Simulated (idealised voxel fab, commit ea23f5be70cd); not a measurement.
Process module name: voxel capacitor over wiring
Section cut is 215 nm wide and gridded with 5 nm square cells.
Notation: cross-section as square-cell grid; stated in bands, top first, going down; one or more cell rows per band.
It is stipulated that each band's entry specify, in nanometres, the height of the top of the band and then that of its bottom, followed by the materials of the band in left-to-right sequence, each together with its width in nanometres. A single material marked by the word "throughout" is understood to fill the band from edge to edge; the word "air" is understood to denote empty space.
Counting heights begins at 0, where everything beneath is, in the wafer as received, one material. The lowest band has no bottom; it goes on downwards, as "from 0 down" shows.
When a width is written as two numbers, as in "30 to 40", the first number is the width in the top row of cells of the band and the second is the width in its bottom row, and the width changes by the same amount from each row to the next.
Given "changes: none" for a step, no cell of the cross-section differs between before and after that step.
If an empty space has no open way to the top and is at least 8 cells in size, "Enclosed internal cavities" lists it, written width x height at distance, where distance is measured from the left edge and every value is in nm.
The remark found on a step's line after its settings is issued by the simulator itself and pertains to that step.
On any step carrying a mask, the "overlay nm" setting, if present on the step's line, tells how far right of its planned place the mask lay; negative values point to the left.

Process steps (planned):
- 1: RECEIVE,material Si
- 2: CONFORMAL_DEP,material SiO2,thk nm 15
- 3: DIRECTIONAL_DEP,material TiN,thk nm 5
- 4: DIRECTIONAL_DEP,material W,thk nm 15
- 5: DIRECTIONAL_DEP,material aC,thk nm 15
- 6: PATTERN,tone cover,mask id METAL_1,material resist,width nm 20,pitch nm 70,thk nm 35,overlay nm 0
- 7: DIRECTIONAL_ETCH,etch materials aC,depth nm 15
- 8: STRIP,etch materials resist
- 9: DIRECTIONAL_ETCH,etch materials W,depth nm 15
- 10: DIRECTIONAL_ETCH,etch materials TiN,depth nm 5
- 11: STRIP,etch materials aC
- 12: CONFORMAL_DEP,material SiN,thk nm 5
- 13: FILL_DEP,material lowk,thk nm 10
- 14: CMP,height nm 35
- 15: CONFORMAL_DEP,material SiCN,thk nm 5
- 16: DIRECTIONAL_DEP,material lowk,thk nm 20
- 17: MASKED_ETCH,tone open,mask id PLUG_1,width nm 15,etch materials lowk,depth nm 20,overlay nm 0
- 18: MASKED_ETCH,tone open,mask id PLUG_1,width nm 15,etch materials SiCN,depth nm 5,overlay nm 0
- 19: CONFORMAL_DEP,material TiN,thk nm 5
- 20: FILL_DEP,material Cu,thk nm 10
- 21: CMP,height nm 60
- 22: DIRECTIONAL_DEP,material TiN,thk nm 10
- 23: DIRECTIONAL_DEP,material HfO2,thk nm 5
- 24: DIRECTIONAL_DEP,material TiN,thk nm 10
- 25: PATTERN,tone cover,mask id UPPER_PLATE,material resist,width nm 55,thk nm 15,overlay nm 0
- 26: DIRECTIONAL_ETCH,etch materials TiN,depth nm 10
- 27: DIRECTIONAL_ETCH,etch materials HfO2,depth nm 5
- 28: STRIP,etch materials resist
- 29: PATTERN,tone cover,mask id LOWER_PLATE,material resist,width nm 65,thk nm 20,overlay nm 0
- 30: DIRECTIONAL_ETCH,etch materials TiN,depth nm 10
- 31: STRIP,etch materials resist
- 32: FILL_DEP,material SiO2,thk nm 20
- 33: CMP,height nm 100
- 34: MASKED_ETCH,tone open,mask id PLUG_2,width nm 15,etch materials SiO2,depth nm 15,overlay nm 0
- 35: CONFORMAL_DEP,material TiN,thk nm 5
- 36: FILL_DEP,material Cu,thk nm 10
- 37: CMP,height nm 100
- 38: CONFORMAL_DEP,material SiN,thk nm 5

Step 1 complete: cross-section of the wafer as received:
- from 0 down: Si throughout
- Enclosed internal cavities: none

Looking at the first of two wafers in cross-section at end of module - ran to plan:
- from 105 to 100: SiN throughout
- from 100 to 90: 75 nm SiO2 / 5 nm TiN / 5 nm Cu / 5 nm TiN / 125 nm SiO2
- from 90 to 85: 75 nm SiO2 / 15 nm TiN / 125 nm SiO2
- from 85 to 75: 65 nm SiO2 / 55 nm TiN / 95 nm SiO2
- from 75 to 70: 65 nm SiO2 / 55 nm HfO2 / 95 nm SiO2
- from 70 to 60: 60 nm SiO2 / 65 nm TiN / 90 nm SiO2
- from 60 to 40: 65 nm lowk / 5 nm TiN / 5 nm Cu / 5 nm TiN / 135 nm lowk
- from 40 to 35: 65 nm SiCN / 15 nm TiN / 135 nm SiCN
- from 35 to 20: 55 nm lowk / 5 nm SiN / 20 nm W / 5 nm SiN / 40 nm lowk / 5 nm SiN / 20 nm W / 5 nm SiN / 60 nm lowk
- from 20 to 15: 60 nm SiN / 20 nm TiN / 50 nm SiN / 20 nm TiN / 65 nm SiN
- from 15 to 0: SiO2 throughout
- from 0 down: Si throughout
- Enclosed internal cavities: none

Cross-section, wafer two of two, end of module: same start and plan as wafer one, one error in execution:
- from 105 to 100: SiN throughout
- from 100 to 90: 75 nm SiO2 / 5 nm TiN / 5 nm Cu / 5 nm TiN / 125 nm SiO2
- from 90 to 85: 75 nm SiO2 / 15 nm TiN / 125 nm SiO2
- from 85 to 75: 65 nm SiO2 / 55 nm TiN / 95 nm SiO2
- from 75 to 70: 65 nm SiO2 / 55 nm HfO2 / 95 nm SiO2
- from 70 to 60: 60 nm SiO2 / 65 nm TiN / 90 nm SiO2
- from 60 to 40: 65 nm lowk / 5 nm TiN / 5 nm Cu / 5 nm TiN / 135 nm lowk
- from 40 to 35: 65 nm SiCN / 15 nm TiN / 135 nm SiCN
- from 35 to 20: 55 nm Cu / 5 nm SiN / 20 nm W / 5 nm SiN / 40 nm Cu / 5 nm SiN / 20 nm W / 5 nm SiN / 60 nm Cu
- from 20 to 15: 60 nm SiN / 20 nm TiN / 50 nm SiN / 20 nm TiN / 65 nm SiN
- from 15 to 0: SiO2 throughout
- from 0 down: Si throughout
- Enclosed internal cavities: none
Error vs. plan: it should be noted that step 13 was executed with settings other than those planned, the operation and settings actually applied being FILL_DEP,material Cu,thk nm 10
Final difference in cells, second wafer against first, listed per material as more or fewer: Cu: 93 more, lowk: 93 fewer
